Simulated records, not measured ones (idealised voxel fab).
The following process module bears the name voxel air gaps.
We display cut, a cross-section 295 nm in width whose square cells are each 5 nm.
Heads up, the way a cross-section reads in here is a grid of square cells, handed over as bands from the top down, with every band being one or more rows of cells. Read a band's entry like this: the first values are the height of its top and the height of its bottom in nm, and what follows is the sequence of materials from left to right, each with its width in nm. Note that "empty" is empty space, and that a single material marked "full width" reaches across the band from edge to edge. We count height from 0. Below that, the starting wafer is all one material. The lowest band never ends at the bottom but goes on down; see "0 down" for how that is written. So if you see something like "30 to 40" for the width, read it as the top row of the band sitting at the first number and the bottom row at the second, with every row in between moving by the same amount as the last. "remains unaltered" (step): cross-section cells unchanged, all of them. Entry "Closed internal cavities". Content: empty spaces with no open connection to the top, size 8 cells or greater. Each: width x height at distance. Distance: from left edge. Unit: nm. On each step's line, the part that comes after the settings is the simulator's own comment on the step. The line of a step may include "overlay nm". On a step with a mask, this value is how far to the right of its planned place the mask lay. A negative value means the mask lay to the left.

## This section lists the process steps that were planned
1. op RECEIVE | material Si
2. op CONFORMAL_DEP | material SiO2 | thk nm 15
3. op CONFORMAL_DEP | material SiCN | thk nm 5
4. op DIRECTIONAL_DEP | material SiO2 | thk nm 40
5. op DIRECTIONAL_DEP | material aC | thk nm 10
6. op PATTERN | tone open | mask id LINES | material resist | width nm 15 | pitch nm 45 | thk nm 30 | overlay nm 0
7. op DIRECTIONAL_ETCH | etch materials aC | depth nm 10
8. op STRIP | etch materials resist
9. op DIRECTIONAL_ETCH | etch materials SiO2 | depth nm 40
10. op STRIP | etch materials aC
11. op CONFORMAL_DEP | material TiN | thk nm 5
12. op FILL_DEP | material W | thk nm 5
13. op CMP | height nm 60
14. op EPI | material Ru | thk nm 10
15. op SELECTIVE_ETCH | etch materials SiO2 | depth nm 50
16. op CONFORMAL_DEP | material SiCN | thk nm 5

## Incoming wafer, cross-sectional view, post step 1
	0 down = Si full width
	Closed internal cavities: none

## End-of-module XS, first of two wafers, run as planned
	75 to 70 = empty=80 | SiCN=135 | empty=80
	70 to 60 = empty=80 | SiCN=5 | Ru=35 | SiCN=10 | Ru=35 | SiCN=10 | Ru=35 | SiCN=5 | empty=80
	60 to 55 = empty=80 | SiCN=15 | TiN=5 | W=5 | TiN=5 | SiCN=30 | TiN=5 | W=5 | TiN=5 | SiCN=30 | TiN=5 | W=5 | TiN=5 | SiCN=15 | empty=80
	55 to 25 = empty=90 | SiCN=5 | TiN=5 | W=5 | TiN=5 | SiCN=5 | empty=20 | SiCN=5 | TiN=5 | W=5 | TiN=5 | SiCN=5 | empty=20 | SiCN=5 | TiN=5 | W=5 | TiN=5 | SiCN=5 | empty=90
	25 to 20 = SiCN=95 | TiN=15 | SiCN=30 | TiN=15 | SiCN=30 | TiN=15 | SiCN=95
	20 to 15 = SiCN full width
	15 to 0 = SiO2 full width
	0 down = Si full width
	Closed internal cavities: 20 x 30 at 115; 20 x 30 at 160

## So this is wafer number two of the two, cut at the end of the module - it started where the first did and had the same plan, we just got one thing wrong running it
	75 to 70 = SiCN full width
	70 to 60 = Ru full width
	60 to 55 = TiN=100 | W=5 | TiN=40 | W=5 | TiN=40 | W=5 | TiN=100
	55 to 20 = SiO2=95 | TiN=5 | W=5 | TiN=5 | SiO2=30 | TiN=5 | W=5 | TiN=5 | SiO2=30 | TiN=5 | W=5 | TiN=5 | SiO2=95
	20 to 15 = SiO2=95 | TiN=15 | SiO2=30 | TiN=15 | SiO2=30 | TiN=15 | SiO2=95
	15 to 0 = SiO2 full width
	0 down = Si full width
	Closed internal cavities: none
Diagnosis: heads up, step 3 of the plan was skipped and never actually ran
Final difference in cells, second wafer against first, listed per material as more or fewer: +76 Ru | -143 SiCN | +400 SiO2 | +56 TiN | +3 W
By the end, 2 closed voids are present in the first wafer and 0 in the second.
